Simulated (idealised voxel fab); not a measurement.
process module | voxel air gaps
cross-section cut | 300 nm wide | cells 5 nm
A cross-section is a grid of square cells, given in bands from the top down. A band is one or more rows of cells.
Each band's line starts with the height of the band's top and of its bottom, in nm. Then come its materials from left to right, each with its width in nm. One material with "throughout" fills the band from edge to edge. "air" is empty space.
Height 0 is the level under which the wafer as received is all one material. The lowest band goes on downwards, as in "0 down".
A width such as "30 to 40" changes by the same amount from each row of cells to the next, from the band's top row to its bottom row.
"no change" after a step means that no cell of the cross-section changed.
closed voids: empty space of 8 cells or more with no open way to the top, each as width x height at its distance from the left edge, in nm
after a step's settings: what the simulator itself notes on the step
overlay nm, on a step with a mask: how far to the right of its planned place the mask lay; to the left if negative
plan
1 op RECEIVE | material Si
2 op CONFORMAL_DEP | material SiO2 | thk nm 10
3 op CONFORMAL_DEP | material SiN | thk nm 5
4 op DIRECTIONAL_DEP | material SiO2 | thk nm 35
5 op MASKED_ETCH | tone open | mask id LINES | width nm 15 | pitch nm 40 | etch materials SiO2 | depth nm 35 | overlay nm 0
6 op CONFORMAL_DEP | material TiN | thk nm 5
7 op FILL_DEP | material W | thk nm 10
8 op CMP | height nm 50
9 op EPI | material Ru | thk nm 10
10 op SELECTIVE_ETCH | etch materials SiO2 | depth nm 45
11 op CONFORMAL_DEP | material SiCN | thk nm 5
as received, after step 1
  0 down: Si throughout
  closed voids: none
a wafer at the end: this start, this plan, one mistake
  65 to 60: SiCN throughout
  60 to 50: Ru throughout
  50 to 20: W 75 | TiN 5 | SiO2 15 | TiN 5 | W 15 | TiN 5 | SiO2 15 | TiN 5 | W 15 | TiN 5 | SiO2 15 | TiN 5 | W 15 | TiN 5 | SiO2 15 | TiN 5 | W 80
  20 to 15: TiN 80 | SiO2 15 | TiN 25 | SiO2 15 | TiN 25 | SiO2 15 | TiN 25 | SiO2 15 | TiN 85
  15 to 10: SiN throughout
  10 to 0: SiO2 throughout
  0 down: Si throughout
  closed voids: none
what went wrong: step 5 ran as: op MASKED_ETCH | tone cover | mask id LINES | width nm 15 | pitch nm 40 | etch materials SiO2 | depth nm 35 | overlay nm 0
